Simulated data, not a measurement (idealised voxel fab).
Presented below is a process module, voxel transistor to metal.
Square cell edge 5 nm, section width 210 nm, ID cut.
Bands, listed from the top down, are how a cross-section gets written in this document; the cross-section itself is a grid of square cells, and a band is one or more rows of them.
A band entry consists of two parts. The first gives the height of the band's top and the height of its bottom, in nm. The rest lists the band's materials from left to right, each with its width in nm. A single material labelled with the word "edge to edge" fills the band from edge to edge, and the word "air" marks empty space.
Convention: height 0 is the level below which the wafer, as received, is all one material. The lowest band does not terminate at the bottom but continues downward, represented as "top 0, no bottom".
Top row gets the first number, bottom row gets the second, and each row in between changes by the same step: that is how a band width like "30->40" works.
"remained unchanged" means the step left every cell of the cross-section as it was.
"Closed void table" enumerates empty spaces isolated from the top, with no open way to it, that contain at least 8 cells, giving each as width x height at distance from the left edge, all three in nm.
If you see something after the settings on a step's line, that's the simulator's own remark about that step.
The setting "overlay nm" may be written on the line of a step. When the step uses a mask, the value reports how far to the right of the planned place the mask lay, and a negative value reports that it lay to the left.
**Listed below are the process steps as planned**
| 1 | RECEIVE [material Si] |
| 2 | OXIDIZE [depth nm 5] |
| 3 | CONFORMAL_DEP [material SiN] [thk nm 15] |
| 4 | DIRECTIONAL_DEP [material aC] [thk nm 15] |
| 5 | PATTERN [tone cover] [mask id ACTIVE] [material resist] [width nm 125] [thk nm 30] [overlay nm 0] |
| 6 | DIRECTIONAL_ETCH [etch materials aC] [depth nm 15] |
| 7 | STRIP [etch materials resist] |
| 8 | DIRECTIONAL_ETCH [etch materials SiN] [depth nm 15] |
| 9 | DIRECTIONAL_ETCH [etch materials SiO2] [depth nm 5] |
| 10 | DIRECTIONAL_ETCH [etch materials Si] [depth nm 35] |
| 11 | STRIP [etch materials aC] |
| 12 | FILL_DEP [material SiO2] [thk nm 15] |
| 13 | CMP [height nm 15] |
| 14 | SELECTIVE_ETCH [etch materials SiO2] [depth nm 5] |
| 15 | STRIP [etch materials SiN] |
| 16 | SELECTIVE_ETCH [etch materials SiO2] [depth nm 5] |
| 17 | OXIDIZE [depth nm 5] |
| 18 | DIRECTIONAL_DEP [material polySi] [thk nm 20] |
| 19 | DIRECTIONAL_DEP [material SiCN] [thk nm 15] |
| 20 | PATTERN [tone cover] [mask id GATE] [material resist] [width nm 35] [thk nm 15] [overlay nm 0] |
| 21 | DIRECTIONAL_ETCH [etch materials SiCN] [depth nm 25] |
| 22 | DIRECTIONAL_ETCH [etch materials polySi] [depth nm 30] |
| 23 | STRIP [etch materials resist] |
| 24 | CONFORMAL_DEP [material SiN] [thk nm 10] |
| 25 | DIRECTIONAL_ETCH [etch materials SiN] [depth nm 10] |
| 26 | DIRECTIONAL_ETCH [etch materials SiO2] [depth nm 5] |
| 27 | DIRECTIONAL_ETCH [etch materials Si] [depth nm 10] |
| 28 | EPI [material SiGe] [thk nm 10] |
| 29 | FILL_DEP [material SiO2] [thk nm 10] |
| 30 | CMP [height nm 15] |
| 31 | STRIP [etch materials polySi] |
| 32 | SELECTIVE_ETCH [etch materials SiO2] [depth nm 5] |
| 33 | CONFORMAL_DEP [material HfO2] [thk nm 5] |
| 34 | CONFORMAL_DEP [material TiN] [thk nm 5] |
| 35 | FILL_DEP [material W] [thk nm 10] |
| 36 | CMP [height nm 10] |
| 37 | DIRECTIONAL_DEP [material SiO2] [thk nm 15] |
| 38 | PATTERN [tone open] [mask id CONTACT] [material resist] [width nm 15] [pitch nm 90] [thk nm 20] [overlay nm 0] |
| 39 | DIRECTIONAL_ETCH [etch materials SiO2] [depth nm 35] |
| 40 | STRIP [etch materials resist] |
| 41 | CONFORMAL_DEP [material TiN] [thk nm 5] |
| 42 | FILL_DEP [material Ru] [thk nm 10] |
| 43 | CMP [height nm 25] |
| 44 | DIRECTIONAL_DEP [material TiN] [thk nm 5] |
| 45 | DIRECTIONAL_DEP [material W] [thk nm 15] |
| 46 | PATTERN [tone cover] [mask id METAL_1] [material resist] [width nm 15] [pitch nm 90] [thk nm 15] [overlay nm 0] |
| 47 | DIRECTIONAL_ETCH [etch materials W] [depth nm 15] |
| 48 | DIRECTIONAL_ETCH [etch materials TiN] [depth nm 5] |
| 49 | STRIP [etch materials resist] |
| 50 | FILL_DEP [material lowk] [thk nm 5] |
| 51 | CMP [height nm 45] |
| 52 | CONFORMAL_DEP [material SiCN] [thk nm 5] |
| 53 | DIRECTIONAL_DEP [material SiO2] [thk nm 30] |
| 54 | DIRECTIONAL_DEP [material aC] [thk nm 15] |
| 55 | PATTERN [tone open] [mask id METAL_2] [material resist] [width nm 15] [pitch nm 90] [thk nm 30] [overlay nm 0] |
| 56 | DIRECTIONAL_ETCH [etch materials aC] [depth nm 15] |
| 57 | STRIP [etch materials resist] |
| 58 | DIRECTIONAL_ETCH [etch materials SiO2] [depth nm 15] |
| 59 | STRIP [etch materials aC] |
| 60 | PATTERN [tone open] [mask id METAL_2_HOLES] [material resist] [width nm 15] [pitch nm 90] [thk nm 20] [overlay nm 0] |
| 61 | DIRECTIONAL_ETCH [etch materials SiO2] [depth nm 15] |
| 62 | DIRECTIONAL_ETCH [etch materials SiCN] [depth nm 5] |
| 63 | STRIP [etch materials resist] |
| 64 | CONFORMAL_DEP [material TiN] [thk nm 5] |
| 65 | FILL_DEP [material Ru] [thk nm 10] |
| 66 | CMP [height nm 80] |
| 67 | CONFORMAL_DEP [material SiN] [thk nm 5] |
**Cross-section of the wafer at receipt, which is the condition after step 1**
  top 0, no bottom = Si edge to edge
  Closed void table: none
**Wafer cross-section at module end: first of two, run to plan**
  top 85, bottom 80 = SiN edge to edge
  top 80, bottom 50 = 50 of SiO2  5 of TiN  5 of Ru  5 of TiN  75 of SiO2  5 of TiN  5 of Ru  5 of TiN  55 of SiO2
  top 50, bottom 45 = 50 of SiCN  15 of TiN  75 of SiCN  15 of TiN  55 of SiCN
  top 45, bottom 30 = 50 of lowk  15 of W  75 of lowk  15 of W  55 of lowk
  top 30, bottom 25 = 50 of lowk  15 of TiN  75 of lowk  15 of TiN  55 of lowk
  top 25, bottom 10 = 50 of SiO2  5 of TiN  5 of Ru  5 of TiN  75 of SiO2  5 of TiN  5 of Ru  5 of TiN  55 of SiO2
  top 10, bottom 5 = 50 of SiO2  5 of TiN  5 of Ru  5 of TiN  10 of SiO2  10 of SiN  5 of HfO2  5 of TiN  15 of W  5 of TiN  5 of HfO2  10 of SiN  10 of SiO2  5 of TiN  5 of Ru  5 of TiN  55 of SiO2
  top 5, bottom 0 = 35 of SiO2  10 of SiN  5 of SiO2  15 of TiN  10 of SiO2  10 of SiN  5 of HfO2  5 of TiN  15 of W  5 of TiN  5 of HfO2  10 of SiN  10 of SiO2  15 of TiN  5 of SiO2  10 of SiN  40 of SiO2
  top 0, bottom -5 = 35 of SiO2  10 of SiN  10 of SiGe  10 of TiN  10 of SiGe  10 of SiN  5 of HfO2  25 of TiN  5 of HfO2  10 of SiN  10 of SiGe  10 of TiN  10 of SiGe  10 of SiN  40 of SiO2
  top -5, bottom -10 = 45 of SiO2  10 of SiGe  10 of TiN  10 of SiGe  5 of SiO2  45 of HfO2  5 of SiO2  10 of SiGe  10 of TiN  10 of SiGe  50 of SiO2
  top -10, bottom -20 = 40 of SiO2  5 of Si  30 of SiGe  55 of Si  30 of SiGe  5 of Si  45 of SiO2
  top -20, bottom -40 = 40 of SiO2  125 of Si  45 of SiO2
  top -40, no bottom = Si edge to edge
  Closed void table: none
**The second wafer, shown in cross-section after the module: started the same way as the first and given the same plan, yet one mistake crept into how it was run**
  top 85, bottom 80 = SiN edge to edge
  top 80, bottom 50 = 50 of SiO2  5 of TiN  5 of Ru  5 of TiN  75 of SiO2  5 of TiN  5 of Ru  5 of TiN  55 of SiO2
  top 50, bottom 45 = 50 of SiCN  15 of TiN  75 of SiCN  15 of TiN  55 of SiCN
  top 45, bottom 30 = 50 of lowk  15 of W  75 of lowk  15 of W  55 of lowk
  top 30, bottom 25 = 50 of lowk  15 of TiN  75 of lowk  15 of TiN  55 of lowk
  top 25, bottom 10 = 50 of SiO2  5 of TiN  5 of Ru  5 of TiN  75 of SiO2  5 of TiN  5 of Ru  5 of TiN  55 of SiO2
  top 10, bottom 5 = 50 of SiO2  15 of TiN  10 of SiO2  10 of SiN  5 of HfO2  5 of TiN  15 of W  5 of TiN  5 of HfO2  10 of SiN  10 of SiO2  15 of TiN  55 of SiO2
  top 5, bottom 0 = 40 of SiO2  10 of SiN  10 of SiGe  5 of TiN  10 of SiGe  10 of SiN  5 of HfO2  25 of TiN  5 of HfO2  10 of SiN  10 of SiGe  5 of TiN  10 of SiGe  10 of SiN  45 of SiO2
  top 0, bottom -5 = 50 of SiO2  10 of SiGe  5 of TiN  10 of SiGe  5 of SiO2  45 of HfO2  5 of SiO2  10 of SiGe  5 of TiN  10 of SiGe  55 of SiO2
  top -5, bottom -15 = 40 of SiO2  10 of Si  25 of SiGe  55 of Si  25 of SiGe  10 of Si  45 of SiO2
  top -15, bottom -40 = 40 of SiO2  125 of Si  45 of SiO2
  top -40, no bottom = Si edge to edge
  Closed void table: none
Against the plan, the run slipped here: step 16 occupied the plan position of step 15, and the converse holds as well
Final comparison by cell count, materials where the second wafer has more or fewer than the first: 2 fewer of HfO2; 2 fewer of Ru; 29 more of Si; 4 fewer of SiGe; 8 fewer of SiN; 10 fewer of TiN; 3 fewer of W
